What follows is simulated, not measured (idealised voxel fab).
A process module follows: voxel self aligned contacts.
The cross-section shown here is cut; it is 230 nm wide and divided into square cells measuring 5 nm on a side.
Square cells in a grid make up a cross-section in this document, and the grid is given as bands, listed from the top down, each one or more rows of cells. Look at the band entry: it leads with the top's height and the bottom's height in nm. Then it lists the materials left to right, with a width in nm for each. The word "throughout" on a single material says that material fills the band edge to edge. The word "blank" is empty space. Convention: height 0 is the level below which the wafer, as received, is all one material. The lowest band does not terminate at the bottom but continues downward, represented as "top 0, no bottom". Width spec "30->40" -> top row of cells at first value, bottom row at second value, equal per-row change in between. Step note "no alterations made" = no cross-section cell changed. The entry titled "Sealed-off cavities" provides the empty spaces that have no open way to the top, restricted to those of 8 cells or more. Each is presented as width x height at distance, the distance being measured from the left edge, with all three in nm. On each step's line, the part that comes after the settings is the simulator's own comment on the step. "overlay nm" answers the question of how far to the right of plan the mask lay on a step that has a mask, and when it is negative the answer is to the left.

So here's the lineup of process steps we planned:
1: RECEIVE [material Si]
2: OXIDIZE [depth nm 5]
3: DIRECTIONAL_DEP [material polySi] [thk nm 30]
4: DIRECTIONAL_DEP [material SiN] [thk nm 20]
5: PATTERN [tone cover] [mask id GATE] [material resist] [width nm 35] [pitch nm 70] [thk nm 20] [overlay nm 0]
6: DIRECTIONAL_ETCH [etch materials SiN] [depth nm 20]
7: DIRECTIONAL_ETCH [etch materials polySi] [depth nm 30]
8: STRIP [etch materials resist]
9: CONFORMAL_DEP [material SiN] [thk nm 5]
10: DIRECTIONAL_ETCH [etch materials SiN] [depth nm 5]
11: FILL_DEP [material SiO2] [thk nm 20]
12: CMP [height nm 60]
13: MASKED_ETCH [tone open] [mask id CONTACT] [width nm 55] [etch materials SiO2] [depth nm 65] [overlay nm 0]
14: CONFORMAL_DEP [material TiN] [thk nm 5]
15: FILL_DEP [material W] [thk nm 5]
16: CMP [height nm 60]
17: CONFORMAL_DEP [material SiN] [thk nm 5]

Cross-section of the wafer as it came to us, i.e., already through step 1:
	top 0, no bottom | Si throughout
	Sealed-off cavities: none

End-of-module cross-section of the first of two wafers, processed as planned:
	top 65, bottom 60 | SiN throughout
	top 60, bottom 50 | SiO2: 85, then TiN: 5->20, then W: 45->15, then TiN: 5->20, then SiO2: 90
	top 50, bottom 30 | SiO2: 55, then SiN: 45, then TiN: 5, then W: 15, then TiN: 5, then SiN: 45, then SiO2: 60
	top 30, bottom 0 | SiO2: 55, then SiN: 5, then polySi: 35, then SiN: 5, then TiN: 5, then W: 15, then TiN: 5, then SiN: 5, then polySi: 35, then SiN: 5, then SiO2: 60
	top 0, bottom -5 | SiO2: 100, then TiN: 25, then SiO2: 105
	top -5, no bottom | Si throughout
	Sealed-off cavities: none

Wafer two (of two), end-of-module cross-section: start = wafer one, plan = wafer one, one run mistake:
	top 65, bottom 60 | SiN throughout
	top 60, bottom 55 | SiO2: 85, then TiN: 5, then W: 45, then TiN: 5, then SiO2: 90
	top 55, bottom 50 | SiO2: 85, then TiN: 55, then SiO2: 90
	top 50, bottom 30 | SiN: 65, then SiO2: 20, then TiN: 5, then SiN: 45, then TiN: 5, then SiO2: 20, then SiN: 70
	top 30, bottom 0 | polySi: 60, then SiN: 5, then SiO2: 20, then TiN: 5, then SiN: 5, then polySi: 35, then SiN: 5, then TiN: 5, then SiO2: 20, then SiN: 5, then polySi: 65
	top 0, bottom -5 | SiO2: 85, then TiN: 5, then SiO2: 45, then TiN: 5, then SiO2: 90
	top -5, no bottom | Si throughout
	Sealed-off cavities: none
The plan and the run diverged here: step 5 off recipe, ran as PATTERN [tone open] [mask id GATE] [material resist] [width nm 35] [pitch nm 70] [thk nm 20] [overlay nm 0]
Looking at both finished wafers in cells, the second ends up ahead of or behind the first on some materials: +72 SiN | -147 SiO2 | -33 W | +108 polySi
